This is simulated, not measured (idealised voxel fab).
Process module under the name voxel wiring stack
The width of the displayed cross-section, cut, is 295 nm; its cells are square, with a size of 5 nm.
How to read a cross-section here: the picture is a grid of square cells, written as bands going from the top down, and any band can span one or more rows of cells.
A band entry consists of two parts. The first gives the height of the band's top and the height of its bottom, in nm. The rest lists the band's materials from left to right, each with its width in nm. A single material labelled with the word "all across" fills the band from edge to edge, and the word "air" marks empty space.
Heads up on the height convention: 0 is the point under which the incoming wafer is all one material, and the lowest band has no bottom, it just keeps going down, like "0 nm and below".
Width: "30..40" (first number = top row, second number = bottom row, same change from row to row of cells).
It should be understood that the words "remained unchanged", when stated for a given step, signify that the cross-section underwent no change in any of its cells during that step.
Under "Closed void listing" you'll find the enclosed gaps, the ones with no way out to the top, that are 8 cells or bigger; each reads width x height at distance, with distance counted from the left edge, everything in nm.
On a step's line, text after the settings is the simulator commenting on that step.
Steps that use a mask can have "overlay nm" on their line. It says how far the mask sat to the right of where it was meant to be. Negative means to the left.

This section lists the process steps that were planned
1: RECEIVE with material Si
2: CONFORMAL_DEP with material SiO2, thk nm 10
3: DIRECTIONAL_DEP with material TiN, thk nm 5
4: DIRECTIONAL_DEP with material Ru, thk nm 20
5: MASKED_ETCH with tone cover, mask id METAL_1, width nm 30, pitch nm 50, etch materials Ru, depth nm 20, overlay nm 0
6: MASKED_ETCH with tone cover, mask id METAL_1, width nm 30, pitch nm 50, etch materials TiN, depth nm 5, overlay nm 0
7: FILL_DEP with material SiO2, thk nm 5
8: CMP with height nm 35
9: CONFORMAL_DEP with material SiCN, thk nm 5
10: DIRECTIONAL_DEP with material lowk, thk nm 25
11: MASKED_ETCH with tone open, mask id METAL_2_HOLES, width nm 15, pitch nm 50, etch materials lowk, depth nm 25, overlay nm 0
12: MASKED_ETCH with tone open, mask id METAL_2, width nm 30, pitch nm 50, etch materials lowk, depth nm 15, overlay nm 0
13: MASKED_ETCH with tone open, mask id METAL_2, width nm 30, pitch nm 50, etch materials SiCN, depth nm 5, overlay nm 0
14: CONFORMAL_DEP with material TiN, thk nm 5
15: FILL_DEP with material Ru, thk nm 5
16: CMP with height nm 65
17: CONFORMAL_DEP with material SiCN, thk nm 5
18: DIRECTIONAL_DEP with material SiO2, thk nm 10
19: MASKED_ETCH with tone open, mask id PLUG_2, width nm 15, pitch nm 100, etch materials SiO2, depth nm 10, overlay nm 0
20: MASKED_ETCH with tone open, mask id PLUG_2, width nm 15, pitch nm 100, etch materials SiCN, depth nm 5, overlay nm 0
21: EPI with material Ru, thk nm 10
22: EPI with material Ru, thk nm 5
23: DIRECTIONAL_DEP with material TiN, thk nm 5
24: DIRECTIONAL_DEP with material W, thk nm 25
25: MASKED_ETCH with tone cover, mask id METAL_3, width nm 30, pitch nm 50, etch materials W, depth nm 25, overlay nm 0
26: MASKED_ETCH with tone cover, mask id METAL_3, width nm 30, pitch nm 50, etch materials TiN, depth nm 5, overlay nm 0
27: CONFORMAL_DEP with material SiCN, thk nm 5
28: FILL_DEP with material lowk, thk nm 5
29: CMP with height nm 110
30: CONFORMAL_DEP with material SiCN, thk nm 5
31: DIRECTIONAL_DEP with material SiO2, thk nm 25
32: DIRECTIONAL_DEP with material aC, thk nm 10
33: PATTERN with tone open, mask id METAL_4, material resist, width nm 30, pitch nm 50, thk nm 25, overlay nm 0
34: DIRECTIONAL_ETCH with etch materials aC, depth nm 10
35: STRIP with etch materials resist
36: DIRECTIONAL_ETCH with etch materials SiO2, depth nm 15
37: STRIP with etch materials aC
38: MASKED_ETCH with tone open, mask id METAL_4_HOLES, width nm 15, pitch nm 50, etch materials SiO2, depth nm 10, overlay nm 0
39: MASKED_ETCH with tone open, mask id METAL_4_HOLES, width nm 15, pitch nm 50, etch materials SiCN, depth nm 5, overlay nm 0
40: CONFORMAL_DEP with material TiN, thk nm 5
41: FILL_DEP with material Cu, thk nm 10
42: CMP with height nm 140
43: CONFORMAL_DEP with material SiN, thk nm 5

Cross-section, incoming material, after step 1
    0 nm and below  Si all across
    Closed void listing: none

first wafer at the end, as planned
    145 nm to 140 nm  SiN all across
    140 nm to 130 nm  SiO2 55; TiN 5; Cu 20; TiN 5; SiO2 20; TiN 5; Cu 20; TiN 5; SiO2 20; TiN 5; Cu 20; TiN 5; SiO2 20; TiN 5; Cu 20; TiN 5; SiO2 60
    130 nm to 125 nm  SiO2 55; TiN 5; Cu 5; TiN 20; SiO2 20; TiN 5; Cu 5; TiN 20; SiO2 20; TiN 5; Cu 5; TiN 20; SiO2 20; TiN 5; Cu 5; TiN 20; SiO2 60
    125 nm to 115 nm  SiO2 55; TiN 5; Cu 5; TiN 5; SiO2 35; TiN 5; Cu 5; TiN 5; SiO2 35; TiN 5; Cu 5; TiN 5; SiO2 35; TiN 5; Cu 5; TiN 5; SiO2 75
    115 nm to 110 nm  SiCN 55; TiN 15; SiCN 35; TiN 15; SiCN 35; TiN 15; SiCN 35; TiN 15; SiCN 75
    110 nm to 85 nm  lowk 50; SiCN 5; W 30; SiCN 5; lowk 10; SiCN 5; W 30; SiCN 5; lowk 10; SiCN 5; W 30; SiCN 5; lowk 10; SiCN 5; W 30; SiCN 5; lowk 55
    85 nm to 80 nm  SiCN 55; TiN 30; SiCN 20; TiN 30; SiCN 20; TiN 30; SiCN 20; TiN 30; SiCN 60
    80 nm to 70 nm  SiO2 55; Ru 15; SiO2 85; Ru 15; SiO2 125
    70 nm to 65 nm  SiCN 55; Ru 15; SiCN 85; Ru 15; SiCN 125
    65 nm to 55 nm  lowk 55; TiN 5; Ru 20; TiN 5; lowk 20; TiN 5; Ru 20; TiN 5; lowk 20; TiN 5; Ru 20; TiN 5; lowk 20; TiN 5; Ru 20; TiN 5; lowk 60
    55 nm to 50 nm  lowk 55; TiN 5; Ru 5; TiN 20; lowk 20; TiN 5; Ru 5; TiN 20; lowk 20; TiN 5; Ru 5; TiN 20; lowk 20; TiN 5; Ru 5; TiN 20; lowk 60
    50 nm to 40 nm  lowk 55; TiN 5; Ru 5; TiN 5; lowk 35; TiN 5; Ru 5; TiN 5; lowk 35; TiN 5; Ru 5; TiN 5; lowk 35; TiN 5; Ru 5; TiN 5; lowk 75
    40 nm to 35 nm  SiCN 55; TiN 15; SiCN 35; TiN 15; SiCN 35; TiN 15; SiCN 35; TiN 15; SiCN 75
    35 nm to 15 nm  SiO2 55; Ru 30; SiO2 20; Ru 30; SiO2 20; Ru 30; SiO2 20; Ru 30; SiO2 60
    15 nm to 10 nm  SiO2 55; TiN 30; SiO2 20; TiN 30; SiO2 20; TiN 30; SiO2 20; TiN 30; SiO2 60
    10 nm to 0 nm  SiO2 all across
    0 nm and below  Si all across
    Closed void listing: none

Cross-sectional view of the second of two wafers upon completion of the module. This wafer shared its starting condition and process plan with the first; one error was made during its execution
    145 nm to 140 nm  SiN all across
    140 nm to 130 nm  SiO2 55; TiN 5; Cu 20; TiN 5; SiO2 20; TiN 5; Cu 20; TiN 5; SiO2 20; TiN 5; Cu 20; TiN 5; SiO2 20; TiN 5; Cu 20; TiN 5; SiO2 60
    130 nm to 125 nm  SiO2 55; TiN 5; Cu 5; TiN 20; SiO2 20; TiN 5; Cu 5; TiN 20; SiO2 20; TiN 5; Cu 5; TiN 20; SiO2 20; TiN 5; Cu 5; TiN 20; SiO2 60
    125 nm to 115 nm  SiO2 55; TiN 5; Cu 5; TiN 5; SiO2 35; TiN 5; Cu 5; TiN 5; SiO2 35; TiN 5; Cu 5; TiN 5; SiO2 35; TiN 5; Cu 5; TiN 5; SiO2 75
    115 nm to 110 nm  SiCN 55; TiN 15; SiCN 35; TiN 15; SiCN 35; TiN 15; SiCN 35; TiN 15; SiCN 75
    110 nm to 105 nm  lowk 50; SiCN 5; W 25; SiCN 5; lowk 65; SiCN 5; W 25; SiCN 5; lowk 110
    105 nm to 100 nm  lowk 50; SiCN 5; W 25; SiCN 10; lowk 10; SiCN 40; lowk 10; SiCN 5; W 25; SiCN 10; lowk 10; SiCN 40; lowk 55
    100 nm to 85 nm  lowk 50; SiCN 5; W 30; SiCN 5; lowk 10; SiCN 5; W 30; SiCN 5; lowk 10; SiCN 5; W 30; SiCN 5; lowk 10; SiCN 5; W 30; SiCN 5; lowk 55
    85 nm to 80 nm  lowk 40; SiCN 15; TiN 25; W 5; SiCN 5; lowk 10; SiCN 5; W 30; SiCN 20; TiN 25; W 5; SiCN 5; lowk 10; SiCN 5; W 30; SiCN 5; lowk 55
    80 nm to 75 nm  lowk 40; SiCN 5; Ru 35; W 5; SiCN 5; lowk 10; SiCN 5; W 30; SiCN 10; Ru 35; W 5; SiCN 5; lowk 10; SiCN 5; W 30; SiCN 5; lowk 55
    75 nm to 70 nm  SiCN 45; Ru 35; TiN 5; SiCN 20; TiN 30; SiCN 10; Ru 35; TiN 5; SiCN 20; TiN 30; SiCN 60
    70 nm to 65 nm  SiCN 55; Ru 15; SiCN 85; Ru 15; SiCN 125
    65 nm to 55 nm  lowk 55; TiN 5; Ru 20; TiN 5; lowk 20; TiN 5; Ru 20; TiN 5; lowk 20; TiN 5; Ru 20; TiN 5; lowk 20; TiN 5; Ru 20; TiN 5; lowk 60
    55 nm to 50 nm  lowk 55; TiN 5; Ru 5; TiN 20; lowk 20; TiN 5; Ru 5; TiN 20; lowk 20; TiN 5; Ru 5; TiN 20; lowk 20; TiN 5; Ru 5; TiN 20; lowk 60
    50 nm to 40 nm  lowk 55; TiN 5; Ru 5; TiN 5; lowk 35; TiN 5; Ru 5; TiN 5; lowk 35; TiN 5; Ru 5; TiN 5; lowk 35; TiN 5; Ru 5; TiN 5; lowk 75
    40 nm to 35 nm  SiCN 55; TiN 15; SiCN 35; TiN 15; SiCN 35; TiN 15; SiCN 35; TiN 15; SiCN 75
    35 nm to 15 nm  SiO2 55; Ru 30; SiO2 20; Ru 30; SiO2 20; Ru 30; SiO2 20; Ru 30; SiO2 60
    15 nm to 10 nm  SiO2 55; TiN 30; SiO2 20; TiN 30; SiO2 20; TiN 30; SiO2 20; TiN 30; SiO2 60
    10 nm to 0 nm  SiO2 all across
    0 nm and below  Si all across
    Closed void listing: none
Against the plan, the run slipped here: step 18 of the plan got skipped, so it never ran
Final wafer comparison in cells, second versus first, more or fewer per material: 16 more of Ru | 26 more of SiCN | 106 fewer of SiO2 | 64 more of lowk
